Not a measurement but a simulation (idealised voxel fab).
Process module heading - voxel lift off
The figure presents cross-section cut, which has a width of 300 nm and is divided into square cells with an edge length of 5 nm.
This document writes a cross-section as a grid whose cells are square, and gives it as bands, listed from the top down; one or more rows of cells form a band. In this notation a band is specified by the heights of its top and bottom, in that order and in nm, after which its materials appear from left to right, each paired with its width in nm. The word "everywhere" attached to a single material means that material fills the band from edge to edge; the word "blank" stands for empty space. It should be noted that heights are counted from 0, beneath which the wafer as supplied is of one material throughout, and that the lowest band possesses no lower boundary but continues downward, as written in "0..down". With a width like "30 to 40", each row of cells in the band differs from the next by the same amount, the top row carrying the first number and the bottom row the second. "identical to before" after a step means that no cell of the cross-section changed. "Sealed internal cavities" enumerates empty spaces isolated from the top, with no open way to it, that contain at least 8 cells, giving each as width x height at distance from the left edge, all three in nm. Whatever follows a step's settings on its line is a remark the simulator itself makes about that step. overlay nm: right-of-plan distance of the mask on a masked step; negative values mean left-of-plan.

The process steps that were planned are listed below:
step 1: op RECEIVE | material Si
step 2: op CONFORMAL_DEP | material Al2O3 | thk nm 5
step 3: op PATTERN | tone open | mask id LINES | material resist | width nm 20 | pitch nm 45 | thk nm 15 | overlay nm 0
step 4: op DIRECTIONAL_DEP | material Ru | thk nm 5
step 5: op STRIP | etch materials resist
step 6: op CONFORMAL_DEP | material SiO2 | thk nm 5

Wafer as received: cross-section following step 1:
  0..down | Si everywhere
  Sealed internal cavities: none

This is how the wafer looks in cross-section once the module is done, given the starting state and plan above and one mistake in carrying the plan out:
  15..10 | 90 of blank; 30 of SiO2; 15 of blank; 30 of SiO2; 15 of blank; 30 of SiO2; 90 of blank
  10..5 | 95 of SiO2; 20 of Ru; 25 of SiO2; 20 of Ru; 25 of SiO2; 20 of Ru; 95 of SiO2
  5..0 | SiO2 everywhere
  0..down | Si everywhere
  Sealed internal cavities: none
Want to know what went wrong? step 2 ran with different settings than intended, the actual operation and settings being op CONFORMAL_DEP | material SiO2 | thk nm 5
